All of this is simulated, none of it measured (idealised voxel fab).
Name of the process module below: voxel wiring stack
Each square cell in cross-section cut measures 5 nm, and the section as a whole is 250 nm wide.
Bands, listed from the top down, are how a cross-section gets written in this document; the cross-section itself is a grid of square cells, and a band is one or more rows of them. Within each band entry, the heights of the top and of the bottom of the band appear first, in that order and in nm; the materials of the band then follow from left to right, each with its corresponding width in nm. The designation "all across" on a single material indicates that it fills the band from edge to edge; the designation "blank" indicates empty space. Measure heights from 0. That's the level where, below it, the as-received wafer is all one material. The lowest band is bottomless and extends downward; write it as in "0 down". It should be noted that a width expressed as "30..40" varies in equal increments from row to row of cells within the band, taking the value of the first number at the top row and that of the second number at the bottom row. "remained the same" for a step: no cell of the cross-section changed in that step. What "Fully enclosed voids" gives you is every empty space of 8 cells or more that is cut off from the top. Each appears as width x height at distance, with the distance taken from the left edge and width, height and distance all in nm. Formally, on a step line, whatever follows the settings is a remark that the simulator itself makes on the step. On any step carrying a mask, the "overlay nm" setting, if present on the step's line, tells how far right of its planned place the mask lay; negative values point to the left.

List of planned process steps
1 RECEIVE: material Si
2 CONFORMAL_DEP: material SiO2, thk nm 10
3 DIRECTIONAL_DEP: material TiN, thk nm 5
4 DIRECTIONAL_DEP: material W, thk nm 25
5 PATTERN: tone cover, mask id METAL_1, material resist, width nm 30, pitch nm 55, thk nm 20, overlay nm 0
6 DIRECTIONAL_ETCH: etch materials W, depth nm 25
7 DIRECTIONAL_ETCH: etch materials TiN, depth nm 5
8 STRIP: etch materials resist
9 CONFORMAL_DEP: material SiN, thk nm 5
10 FILL_DEP: material SiO2, thk nm 10
11 CMP: height nm 40
12 CONFORMAL_DEP: material SiCN, thk nm 5
13 DIRECTIONAL_DEP: material SiO2, thk nm 30
14 PATTERN: tone open, mask id METAL_2_HOLES, material resist, width nm 15, pitch nm 55, thk nm 20, overlay nm 0
15 DIRECTIONAL_ETCH: etch materials SiO2, depth nm 30
16 STRIP: etch materials resist
17 PATTERN: tone open, mask id METAL_2, material resist, width nm 30, pitch nm 55, thk nm 20, overlay nm 0
18 DIRECTIONAL_ETCH: etch materials SiO2, depth nm 20
19 DIRECTIONAL_ETCH: etch materials SiCN, depth nm 5
20 STRIP: etch materials resist
21 CONFORMAL_DEP: material TiN, thk nm 5
22 FILL_DEP: material Ru, thk nm 5
23 CMP: height nm 75
24 CONFORMAL_DEP: material SiCN, thk nm 5
25 DIRECTIONAL_DEP: material SiO2, thk nm 35
26 MASKED_ETCH: tone open, mask id METAL_3_HOLES, width nm 15, pitch nm 55, etch materials SiO2, depth nm 35, overlay nm 0
27 MASKED_ETCH: tone open, mask id METAL_3, width nm 30, pitch nm 55, etch materials SiO2, depth nm 20, overlay nm 0
28 MASKED_ETCH: tone open, mask id METAL_3, width nm 30, pitch nm 55, etch materials SiCN, depth nm 5, overlay nm 0
29 CONFORMAL_DEP: material TiN, thk nm 5
30 FILL_DEP: material Cu, thk nm 10
31 CMP: height nm 115
32 CONFORMAL_DEP: material SiCN, thk nm 5
Don't read the plan's thk nm for step 12 as applying to every wafer: that's the first wafer's value, and the wafers differ in it, though they all start identical.

Incoming state of the first of several wafers in cross-section: after step 1
	0 down = Si all across
	Fully enclosed voids: none

End of module, by wafer: material-by-material cell gain (+) or loss (-) since receipt, then closed voids
thk nm 5, +32 Cu, +30 Ru, +138 SiCN, +58 SiN, +794 SiO2, +88 TiN, +60 W, Fully enclosed voids: none
thk nm 10, +32 Cu, +22 Ru, +188 SiCN, +58 SiN, +756 SiO2, +84 TiN, +60 W, Fully enclosed voids: none
thk nm 15, +32 Cu, +14 Ru, +238 SiCN, +58 SiN, +718 SiO2, +80 TiN, +60 W, Fully enclosed voids: none
thk nm 20, +32 Cu, +6 Ru, +288 SiCN, +58 SiN, +680 SiO2, +76 TiN, +60 W, Fully enclosed voids: none
